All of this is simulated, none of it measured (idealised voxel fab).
process module | voxel trench capacitor
cross-section cut | 300 nm wide | cells 5 nm
A cross-section is a grid of square cells, given in bands from the top down. A band is one or more rows of cells.
Each band's line starts with the height of the band's top and of its bottom, in nm. Then come its materials from left to right, each with its width in nm. One material with "throughout" fills the band from edge to edge. "air" is empty space.
Height 0 is the level under which the wafer as received is all one material. The lowest band goes on downwards, as in "0 down".
A width such as "30 to 40" changes by the same amount from each row of cells to the next, from the band's top row to its bottom row.
"no change" after a step means that no cell of the cross-section changed.
closed voids: empty space of 8 cells or more with no open way to the top, each as width x height at its distance from the left edge, in nm
after a step's settings: what the simulator itself notes on the step
overlay nm, on a step with a mask: how far to the right of its planned place the mask lay; to the left if negative
plan
1 op RECEIVE | material Si
2 op CONFORMAL_DEP | material SiN | thk nm 5
3 op DIRECTIONAL_DEP | material aC | thk nm 10
4 op PATTERN | tone open | mask id TRENCH | material resist | width nm 20 | pitch nm 35 | thk nm 30 | overlay nm 0
5 op DIRECTIONAL_ETCH | etch materials aC | depth nm 10
6 op STRIP | etch materials resist
7 op DIRECTIONAL_ETCH | etch materials SiN | depth nm 5
8 op DIRECTIONAL_ETCH | etch materials Si | depth nm 35
9 op STRIP | etch materials aC
10 op CONFORMAL_DEP | material SiO2 | thk nm 5
11 op FILL_DEP | material polySi | thk nm 10
12 op CMP | height nm 5
first wafer, as planned
as received, after step 1
  0 down: Si throughout
  closed voids: none
after step 2
  5 to 0: SiN throughout
  below 0: unchanged
after step 3
  15 to 5: aC throughout
  below 5: unchanged
after step 4
  45 to 15: resist 105 | air 20 | resist 15 | air 20 | resist 15 | air 20 | resist 105
  below 15: unchanged
after step 5
  35 to 15: resist 105 | air 20 | resist 15 | air 20 | resist 15 | air 20 | resist 105
  15 to 5: aC 105 | air 20 | aC 15 | air 20 | aC 15 | air 20 | aC 105
  below 5: unchanged
after step 6
  15 to 5: aC 105 | air 20 | aC 15 | air 20 | aC 15 | air 20 | aC 105
  below 5: unchanged
after step 7
  15 to 5: aC 105 | air 20 | aC 15 | air 20 | aC 15 | air 20 | aC 105
  5 to 0: SiN 105 | air 20 | SiN 15 | air 20 | SiN 15 | air 20 | SiN 105
  below 0: unchanged
after step 8
  15 to 5: aC 105 | air 20 | aC 15 | air 20 | aC 15 | air 20 | aC 105
  5 to 0: SiN 105 | air 20 | SiN 15 | air 20 | SiN 15 | air 20 | SiN 105
  0 to -35: Si 105 | air 20 | Si 15 | air 20 | Si 15 | air 20 | Si 105
  below -35: unchanged
after step 9
  5 to 0: SiN 105 | air 20 | SiN 15 | air 20 | SiN 15 | air 20 | SiN 105
  below 0: unchanged
after step 10
  10 to 5: SiO2 110 | air 10 | SiO2 25 | air 10 | SiO2 25 | air 10 | SiO2 110
  5 to 0: SiN 105 | SiO2 5 | air 10 | SiO2 5 | SiN 15 | SiO2 5 | air 10 | SiO2 5 | SiN 15 | SiO2 5 | air 10 | SiO2 5 | SiN 105
  0 to -30: Si 105 | SiO2 5 | air 10 | SiO2 5 | Si 15 | SiO2 5 | air 10 | SiO2 5 | Si 15 | SiO2 5 | air 10 | SiO2 5 | Si 105
  -30 to -35: Si 105 | SiO2 20 | Si 15 | SiO2 20 | Si 15 | SiO2 20 | Si 105
  below -35: unchanged
after step 11
  20 to 10: polySi throughout
  10 to 5: SiO2 110 | polySi 10 | SiO2 25 | polySi 10 | SiO2 25 | polySi 10 | SiO2 110
  5 to 0: SiN 105 | SiO2 5 | polySi 10 | SiO2 5 | SiN 15 | SiO2 5 | polySi 10 | SiO2 5 | SiN 15 | SiO2 5 | polySi 10 | SiO2 5 | SiN 105
  0 to -30: Si 105 | SiO2 5 | polySi 10 | SiO2 5 | Si 15 | SiO2 5 | polySi 10 | SiO2 5 | Si 15 | SiO2 5 | polySi 10 | SiO2 5 | Si 105
  below -30: unchanged
after step 12
  5 to 0: SiN 105 | SiO2 5 | polySi 10 | SiO2 5 | SiN 15 | SiO2 5 | polySi 10 | SiO2 5 | SiN 15 | SiO2 5 | polySi 10 | SiO2 5 | SiN 105
  below 0: unchanged
second wafer: like start, like plan, one mistake. Through step 7 it matches the first wafer
when step 8 should have ended
  15 to 5: aC 105 | air 20 | aC 15 | air 20 | aC 15 | air 20 | aC 105
  5 to 0: SiN 105 | air 20 | SiN 15 | air 20 | SiN 15 | air 20 | SiN 105
  0 to -70: Si 105 | air 20 | Si 15 | air 20 | Si 15 | air 20 | Si 105
  below -70: unchanged
when step 9 should have ended
  5 to 0: SiN 105 | air 20 | SiN 15 | air 20 | SiN 15 | air 20 | SiN 105
  below 0: unchanged
when step 10 should have ended
  10 to 5: SiO2 110 | air 10 | SiO2 25 | air 10 | SiO2 25 | air 10 | SiO2 110
  5 to 0: SiN 105 | SiO2 5 | air 10 | SiO2 5 | SiN 15 | SiO2 5 | air 10 | SiO2 5 | SiN 15 | SiO2 5 | air 10 | SiO2 5 | SiN 105
  0 to -65: Si 105 | SiO2 5 | air 10 | SiO2 5 | Si 15 | SiO2 5 | air 10 | SiO2 5 | Si 15 | SiO2 5 | air 10 | SiO2 5 | Si 105
  -65 to -70: Si 105 | SiO2 20 | Si 15 | SiO2 20 | Si 15 | SiO2 20 | Si 105
  below -70: unchanged
when step 11 should have ended
  20 to 10: polySi throughout
  10 to 5: SiO2 110 | polySi 10 | SiO2 25 | polySi 10 | SiO2 25 | polySi 10 | SiO2 110
  5 to 0: SiN 105 | SiO2 5 | polySi 10 | SiO2 5 | SiN 15 | SiO2 5 | polySi 10 | SiO2 5 | SiN 15 | SiO2 5 | polySi 10 | SiO2 5 | SiN 105
  0 to -65: Si 105 | SiO2 5 | polySi 10 | SiO2 5 | Si 15 | SiO2 5 | polySi 10 | SiO2 5 | Si 15 | SiO2 5 | polySi 10 | SiO2 5 | Si 105
  below -65: unchanged
when step 12 should have ended
  5 to 0: SiN 105 | SiO2 5 | polySi 10 | SiO2 5 | SiN 15 | SiO2 5 | polySi 10 | SiO2 5 | SiN 15 | SiO2 5 | polySi 10 | SiO2 5 | SiN 105
  below 0: unchanged
what went wrong: step 8 was run twice
at the end the second wafer has, in cells: 84 fewer of Si | 42 more of SiO2 | 42 more of polySi
